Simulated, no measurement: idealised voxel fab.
Title: Process Module voxel capacitor over wiring
In the cross-section labelled cut, the width is 275 nm and each square cell is 5 nm.
Cross-section, as written here: a square-cell grid given band by band from the top down, where a band holds one or more rows of cells.
Heights first: top, then bottom, in nm. Then materials, left to right, each with a width in nm. "everywhere" on a single material: fills the band edge to edge. "blank": empty space.
A quick word on heights: they are counted from 0, and under that level the wafer as it came to us is one material throughout. The lowest band is different from the rest in having no bottom; it simply continues downward, written as in "z 0 and below".
When a width is written as two numbers, as in "30..40", the first number is the width in the top row of cells of the band and the second is the width in its bottom row, and the width changes by the same amount from each row to the next.
For the purposes of this document, the phrase "no modification" attached to a step denotes that no cell within the cross-section was modified by that step.
The label "Enclosed voids" introduces a list of the empty spaces, 8 cells or larger, that have no open way up to the top; each entry in it reads width x height at distance, where the distance is taken from the left edge and all three are stated in nm.
after a step's settings: what the simulator itself notes on the step
You can add "overlay nm" to a step's line. For a step with a mask, it describes how far the mask lay to the right of its planned position, and a negative number describes a lay to the left.
Layout of what follows: cross-section pairs, each bracketing one process step, the after cross-section shown only to the lowest band that changed, the step between and its settings noted under each pair. Pairs may originate in different runs of this module on the same starting wafer; a pair continues from the pair above only where its entry headed "Geometry before processing" says so.

Geometry before processing
    z 80 to 70 = SiO2=105  blank=15  SiO2=155
    z 70 to 65 = SiO2=95  TiN=60  SiO2=120
    z 65 to 60 = SiO2=95  Al2O3=60  SiO2=120
    z 60 to 55 = SiO2=90  TiN=70  SiO2=115
    z 55 to 40 = SiO2=95  TiN=5  Ru=5  TiN=5  SiO2=165
    z 40 to 35 = SiCN=95  TiN=15  SiCN=165
    z 35 to 15 = Ru=90  SiN=5  SiO2=10  SiN=5  Ru=55  SiN=5  SiO2=10  SiN=5  Ru=90
    z 15 to 10 = TiN=90  SiN=20  TiN=55  SiN=20  TiN=90
    z 10 to 0 = SiO2 everywhere
    z 0 and below = Si everywhere
    Enclosed voids: none

Post-Process Section
    z 85 to 80 = TiN=110  blank=5  TiN=160
    z 80 to 75 = SiO2=105  TiN=5  blank=5  TiN=5  SiO2=155
    z 75 to 65 = SiO2=105..95  TiN=15..60  SiO2=155..120
    Heights below 65 show no change.
    Enclosed voids: none
Here is the step that sits between the two cross-sections above: CONFORMAL_DEP [material TiN] [thk nm 5]

Geometry before processing: The prior state of this step coincides with the post-step cross-section of the pair just above.

Post-Process Section
    z 90 to 85 = Ru everywhere
    z 85 to 80 = TiN=110  Ru=5  TiN=160
    z 80 to 75 = SiO2=105  TiN=5  Ru=5  TiN=5  SiO2=155
    Heights below 75 show no change.
    Enclosed voids: none
Here is the step that sits between the two cross-sections above: FILL_DEP [material Ru] [thk nm 5]

Geometry before processing: The prior state of this step coincides with the post-step cross-section of the pair just above.

Post-Process Section
    z 80 to 75 = SiO2=105  TiN=5  Ru=5  TiN=5  SiO2=155
    Heights below 75 show no change.
    Enclosed voids: none
Here is the step that sits between the two cross-sections above: CMP [height nm 80]

Geometry before processing: The prior state of this step coincides with the post-step cross-section of the pair just above.

Post-Process Section
    z 85 to 80 = SiCN everywhere
    Heights below 80 show no change.
    Enclosed voids: none
Here is the step that sits between the two cross-sections above: CONFORMAL_DEP [material SiCN] [thk nm 5]
